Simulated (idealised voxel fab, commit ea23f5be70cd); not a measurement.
Name of the process module below: voxel self aligned contacts
It is cross-section cut that appears here, measuring 185 nm in width, its square cells being 5 nm in size.
Notation: cross-section as square-cell grid; stated in bands, top first, going down; one or more cell rows per band. First you get the band's top height and its bottom height, in nm, and then the materials it's made of, left to right, with each width in nm. If you see a single material with "throughout", that one covers the band edge to edge. "air" is empty space. Below 0: as-received wafer, all one material; heights counted from there. Lowest band: no bottom, goes on down, written "0 nm and below". Width: "30->40" (first number = top row, second number = bottom row, same change from row to row of cells). No cell of the cross-section changed in a step that is given as "identical to before". Entry "Sealed void inventory". Content: empty spaces with no open connection to the top, size 8 cells or greater. Each: width x height at distance. Distance: from left edge. Unit: nm. Note: text after step settings on the step line = simulator remark on that step. The line of a step may include "overlay nm". On a step with a mask, this value is how far to the right of its planned place the mask lay. A negative value means the mask lay to the left.
**The process steps that were planned are listed below**
1 RECEIVE [material Si]
2 CONFORMAL_DEP [material SiO2] [thk nm 5]
3 DIRECTIONAL_DEP [material polySi] [thk nm 25]
4 DIRECTIONAL_DEP [material SiN] [thk nm 25]
5 DIRECTIONAL_DEP [material aC] [thk nm 15]
6 PATTERN [tone cover] [mask id GATE] [material resist] [width nm 35] [pitch nm 70] [thk nm 30] [overlay nm 0]
7 DIRECTIONAL_ETCH [etch materials aC] [depth nm 15]
8 STRIP [etch materials resist]
9 DIRECTIONAL_ETCH [etch materials SiN] [depth nm 25]
10 DIRECTIONAL_ETCH [etch materials polySi] [depth nm 25]
11 STRIP [etch materials aC]
12 CONFORMAL_DEP [material SiN] [thk nm 10]
13 DIRECTIONAL_ETCH [etch materials SiN] [depth nm 10]
14 FILL_DEP [material SiO2] [thk nm 10]
15 CMP [height nm 60]
16 PATTERN [tone open] [mask id CONTACT] [material resist] [width nm 55] [thk nm 20] [overlay nm 0]
17 DIRECTIONAL_ETCH [etch materials SiO2] [depth nm 60]
18 STRIP [etch materials resist]
19 CONFORMAL_DEP [material TiN] [thk nm 5]
20 FILL_DEP [material W] [thk nm 5]
21 CMP [height nm 60]
22 CONFORMAL_DEP [material SiCN] [thk nm 5]
**The first of two wafers, run as planned**
**Wafer as received: cross-section following step 1**
> 0 nm and below: Si throughout
> Sealed void inventory: none
**Step 2 done - wafer cross-section**
> 5 nm to 0 nm: SiO2 throughout
> Under 0: no change, same as before.
**Step 3 done - wafer cross-section**
> 30 nm to 5 nm: polySi throughout
> Under 5: no change, same as before.
**Step 4 done - wafer cross-section**
> 55 nm to 30 nm: SiN throughout
> Under 30: no change, same as before.
**Step 5 done - wafer cross-section**
> 70 nm to 55 nm: aC throughout
> Under 55: no change, same as before.
**Step 6 done - wafer cross-section**
> 100 nm to 70 nm: 40 air, then 35 resist, then 35 air, then 35 resist, then 40 air
> Under 70: no change, same as before.
**Step 7 done - wafer cross-section**
> 85 nm to 70 nm: 40 air, then 35 resist, then 35 air, then 35 resist, then 40 air
> 70 nm to 55 nm: 40 air, then 35 aC, then 35 air, then 35 aC, then 40 air
> Under 55: no change, same as before.
**Step 8 done - wafer cross-section**
> 70 nm to 55 nm: 40 air, then 35 aC, then 35 air, then 35 aC, then 40 air
> Under 55: no change, same as before.
**Step 9 done - wafer cross-section**
> 70 nm to 55 nm: 40 air, then 35 aC, then 35 air, then 35 aC, then 40 air
> 55 nm to 30 nm: 40 air, then 35 SiN, then 35 air, then 35 SiN, then 40 air
> Under 30: no change, same as before.
**Step 10 done - wafer cross-section**
> 70 nm to 55 nm: 40 air, then 35 aC, then 35 air, then 35 aC, then 40 air
> 55 nm to 30 nm: 40 air, then 35 SiN, then 35 air, then 35 SiN, then 40 air
> 30 nm to 5 nm: 40 air, then 35 polySi, then 35 air, then 35 polySi, then 40 air
> Under 5: no change, same as before.
**Step 11 done - wafer cross-section**
> 55 nm to 30 nm: 40 air, then 35 SiN, then 35 air, then 35 SiN, then 40 air
> Under 30: no change, same as before.
**Step 12 done - wafer cross-section**
> 65 nm to 30 nm: 30 air, then 55 SiN, then 15 air, then 55 SiN, then 30 air
> 30 nm to 15 nm: 30 air, then 10 SiN, then 35 polySi, then 10 SiN, then 15 air, then 10 SiN, then 35 polySi, then 10 SiN, then 30 air
> 15 nm to 5 nm: 40 SiN, then 35 polySi, then 35 SiN, then 35 polySi, then 40 SiN
> Under 5: no change, same as before.
**Step 13 done - wafer cross-section**
> 55 nm to 30 nm: 30 air, then 55 SiN, then 15 air, then 55 SiN, then 30 air
> 30 nm to 5 nm: 30 air, then 10 SiN, then 35 polySi, then 10 SiN, then 15 air, then 10 SiN, then 35 polySi, then 10 SiN, then 30 air
> Under 5: no change, same as before.
**Step 14 done - wafer cross-section**
> 65 nm to 55 nm: SiO2 throughout
> 55 nm to 30 nm: 30 SiO2, then 55 SiN, then 15 SiO2, then 55 SiN, then 30 SiO2
> 30 nm to 5 nm: 30 SiO2, then 10 SiN, then 35 polySi, then 10 SiN, then 15 SiO2, then 10 SiN, then 35 polySi, then 10 SiN, then 30 SiO2
> Under 5: no change, same as before.
**Step 15 done - wafer cross-section**
> 60 nm to 55 nm: SiO2 throughout
> Under 55: no change, same as before.
**Step 16 done - wafer cross-section**
> 80 nm to 60 nm: 65 resist, then 55 air, then 65 resist
> Under 60: no change, same as before.
**Step 17 done - wafer cross-section**
> 80 nm to 60 nm: 65 resist, then 55 air, then 65 resist
> 60 nm to 55 nm: 65 SiO2, then 55 air, then 65 SiO2
> 55 nm to 30 nm: 30 SiO2, then 55 SiN, then 15 air, then 55 SiN, then 30 SiO2
> 30 nm to 5 nm: 30 SiO2, then 10 SiN, then 35 polySi, then 10 SiN, then 15 air, then 10 SiN, then 35 polySi, then 10 SiN, then 30 SiO2
> 5 nm to 0 nm: 85 SiO2, then 15 air, then 85 SiO2
> Under 0: no change, same as before.
**Step 18 done - wafer cross-section**
> 60 nm to 55 nm: 65 SiO2, then 55 air, then 65 SiO2
> Under 55: no change, same as before.
**Step 19 done - wafer cross-section**
> 65 nm to 60 nm: 70 TiN, then 45 air, then 70 TiN
> 60 nm to 55 nm: 65 SiO2, then 25 TiN, then 5 air, then 25 TiN, then 65 SiO2
> 55 nm to 30 nm: 30 SiO2, then 55 SiN, then 5 TiN, then 5 air, then 5 TiN, then 55 SiN, then 30 SiO2
> 30 nm to 5 nm: 30 SiO2, then 10 SiN, then 35 polySi, then 10 SiN, then 5 TiN, then 5 air, then 5 TiN, then 10 SiN, then 35 polySi, then 10 SiN, then 30 SiO2
> 5 nm to 0 nm: 85 SiO2, then 15 TiN, then 85 SiO2
> Under 0: no change, same as before.
**Step 20 done - wafer cross-section**
> 70 nm to 65 nm: W throughout
> 65 nm to 60 nm: 70 TiN, then 45 W, then 70 TiN
> 60 nm to 55 nm: 65 SiO2, then 25 TiN, then 5 W, then 25 TiN, then 65 SiO2
> 55 nm to 30 nm: 30 SiO2, then 55 SiN, then 5 TiN, then 5 W, then 5 TiN, then 55 SiN, then 30 SiO2
> 30 nm to 5 nm: 30 SiO2, then 10 SiN, then 35 polySi, then 10 SiN, then 5 TiN, then 5 W, then 5 TiN, then 10 SiN, then 35 polySi, then 10 SiN, then 30 SiO2
> Under 5: no change, same as before.
**Step 21 done - wafer cross-section**
> 60 nm to 55 nm: 65 SiO2, then 25 TiN, then 5 W, then 25 TiN, then 65 SiO2
> Under 55: no change, same as before.
**Step 22 done - wafer cross-section**
> 65 nm to 60 nm: SiCN throughout
> Under 60: no change, same as before.
**Second of two: same start, same plan, one run error; steps up to and including 15 match the first**
**Cross-section: second wafer, time at which step 16 was scheduled to end**
> 80 nm to 60 nm: 65 air, then 55 resist, then 65 air
> Under 60: no change, same as before.
**Cross-section: second wafer, time at which step 17 was scheduled to end**
> 80 nm to 60 nm: 65 air, then 55 resist, then 65 air
> 60 nm to 55 nm: 65 air, then 55 SiO2, then 65 air
> 55 nm to 30 nm: 30 air, then 55 SiN, then 15 SiO2, then 55 SiN, then 30 air
> 30 nm to 5 nm: 30 air, then 10 SiN, then 35 polySi, then 10 SiN, then 15 SiO2, then 10 SiN, then 35 polySi, then 10 SiN, then 30 air
> 5 nm to 0 nm: 30 air, then 125 SiO2, then 30 air
> Under 0: no change, same as before.
**Cross-section: second wafer, time at which step 18 was scheduled to end**
> 60 nm to 55 nm: 65 air, then 55 SiO2, then 65 air
> Under 55: no change, same as before.
**Cross-section: second wafer, time at which step 19 was scheduled to end**
> 65 nm to 60 nm: 60 air, then 65 TiN, then 60 air
> 60 nm to 55 nm: 25 air, then 40 TiN, then 55 SiO2, then 40 TiN, then 25 air
> 55 nm to 30 nm: 25 air, then 5 TiN, then 55 SiN, then 15 SiO2, then 55 SiN, then 5 TiN, then 25 air
> 30 nm to 5 nm: 25 air, then 5 TiN, then 10 SiN, then 35 polySi, then 10 SiN, then 15 SiO2, then 10 SiN, then 35 polySi, then 10 SiN, then 5 TiN, then 25 air
> 5 nm to 0 nm: 30 TiN, then 125 SiO2, then 30 TiN
> Under 0: no change, same as before.
**Cross-section: second wafer, time at which step 20 was scheduled to end**
> 70 nm to 65 nm: W throughout
> 65 nm to 60 nm: 60 W, then 65 TiN, then 60 W
> 60 nm to 55 nm: 25 W, then 40 TiN, then 55 SiO2, then 40 TiN, then 25 W
> 55 nm to 30 nm: 25 W, then 5 TiN, then 55 SiN, then 15 SiO2, then 55 SiN, then 5 TiN, then 25 W
> 30 nm to 5 nm: 25 W, then 5 TiN, then 10 SiN, then 35 polySi, then 10 SiN, then 15 SiO2, then 10 SiN, then 35 polySi, then 10 SiN, then 5 TiN, then 25 W
> Under 5: no change, same as before.
**Cross-section: second wafer, time at which step 21 was scheduled to end**
> 60 nm to 55 nm: 25 W, then 40 TiN, then 55 SiO2, then 40 TiN, then 25 W
> Under 55: no change, same as before.
**Cross-section: second wafer, time at which step 22 was scheduled to end**
> 65 nm to 60 nm: SiCN throughout
> Under 60: no change, same as before.
what went wrong: step 16 was run on a setting that differed from the plan, and what really ran there is PATTERN [tone cover] [mask id CONTACT] [material resist] [width nm 55] [thk nm 20] [overlay nm 0]
at the end the second wafer has, in cells: SiO2: 114 fewer, TiN: 15 more, W: 99 more
